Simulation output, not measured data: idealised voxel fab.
The following process module bears the name voxel capacitor over wiring.
Section cut is 205 nm wide and gridded with 5 nm square cells.
Cross-section = grid of square cells, listed top down in bands; band = one or more rows. Band: top and bottom heights (nm) first, top before bottom; then materials from left to right, widths in nm. "everywhere" marks a sole material filling the band edge to edge. "blank" denotes empty space. The reference from which all heights are counted is 0, the level beneath which the as-received wafer is entirely one material; the lowest band, having no lower bound, proceeds downward and is written after the example "0 and below". The notation "30..40" denotes a width that varies across the rows of cells in the band, beginning at the first number in the top row, finishing at the second number in the bottom row, and changing by an identical amount from each row to the next. "no change occurred" after a step means that no cell of the cross-section changed. For the entry "Closed-off voids", the listed items are empty spaces with no open way to the top whose size is 8 cells or more; each item follows the pattern width x height at distance, where distance is from the left edge and all three are in nm. On each step's line, the part that comes after the settings is the simulator's own comment on the step. Regarding "overlay nm": on a step with a mask, it is the distance the mask lay to the right of its planned place; a negative value places it to the left.

THE PLANNED PROCESS STEPS ARE ENUMERATED HEREUNDER
1 RECEIVE | material Si
2 CONFORMAL_DEP | material SiO2 | thk nm 10
3 DIRECTIONAL_DEP | material TiN | thk nm 5
4 DIRECTIONAL_DEP | material W | thk nm 15
5 MASKED_ETCH | tone cover | mask id METAL_1 | width nm 25 | pitch nm 90 | etch materials W | depth nm 15 | overlay nm 0
6 MASKED_ETCH | tone cover | mask id METAL_1 | width nm 25 | pitch nm 90 | etch materials TiN | depth nm 5 | overlay nm 0
7 FILL_DEP | material lowk | thk nm 10
8 CMP | height nm 30
9 CONFORMAL_DEP | material SiCN | thk nm 5
10 DIRECTIONAL_DEP | material SiO2 | thk nm 10
11 DIRECTIONAL_DEP | material aC | thk nm 15
12 PATTERN | tone open | mask id PLUG_1 | material resist | width nm 15 | thk nm 30 | overlay nm 0
13 DIRECTIONAL_ETCH | etch materials aC | depth nm 15
14 STRIP | etch materials resist
15 DIRECTIONAL_ETCH | etch materials SiO2 | depth nm 10
16 DIRECTIONAL_ETCH | etch materials SiCN | depth nm 5
17 STRIP | etch materials aC
18 EPI | material Ru | thk nm 10
19 EPI | material Ru | thk nm 5
20 DIRECTIONAL_DEP | material TiN | thk nm 10
21 DIRECTIONAL_DEP | material SiN | thk nm 5
22 DIRECTIONAL_DEP | material TiN | thk nm 5
23 PATTERN | tone cover | mask id UPPER_PLATE | material resist | width nm 70 | thk nm 15 | overlay nm 0
24 DIRECTIONAL_ETCH | etch materials TiN | depth nm 5
25 DIRECTIONAL_ETCH | etch materials SiN | depth nm 5
26 STRIP | etch materials resist
27 PATTERN | tone cover | mask id LOWER_PLATE | material resist | width nm 80 | thk nm 15 | overlay nm 0
28 DIRECTIONAL_ETCH | etch materials TiN | depth nm 10
29 STRIP | etch materials resist
30 FILL_DEP | material SiO2 | thk nm 15
31 CMP | height nm 75
32 MASKED_ETCH | tone open | mask id PLUG_2 | width nm 15 | etch materials SiO2 | depth nm 10 | overlay nm 0
33 CONFORMAL_DEP | material TiN | thk nm 5
34 FILL_DEP | material Cu | thk nm 5
35 CMP | height nm 75
36 CONFORMAL_DEP | material SiN | thk nm 5

STEP 1 COMPLETE: CROSS-SECTION OF THE WAFER AS RECEIVED
* 0 and below: Si everywhere
* Closed-off voids: none

CROSS-SECTION, END OF MODULE. START: AS ABOVE. PLAN: AS ABOVE. EXECUTION: ONE MISTAKE
* 80 down to 75: SiN everywhere
* 75 down to 70: SiO2 65, TiN 15, SiO2 125
* 70 down to 65: SiO2 55, TiN 5, SiO2 5, TiN 60, SiO2 80
* 65 down to 60: SiO2 55, SiN 5, TiN 5, SiN 60, SiO2 80
* 60 down to 55: Ru 60, SiN 5, Ru 140
* 55 down to 50: TiN 55, Ru 15, TiN 135
* 50 down to 45: TiN everywhere
* 45 down to 40: SiO2 55, TiN 15, SiO2 135
* 40 down to 35: SiO2 55, Ru 15, SiO2 135
* 35 down to 30: SiCN 55, Ru 15, SiCN 135
* 30 down to 15: lowk 45, W 25, lowk 65, W 25, lowk 45
* 15 down to 10: lowk 45, TiN 25, lowk 65, TiN 25, lowk 45
* 10 down to 0: SiO2 everywhere
* 0 and below: Si everywhere
* Closed-off voids: none
The mistake made against the process plan was this: steps 19 and 20 of the plan were run in the wrong order, each in the other's place
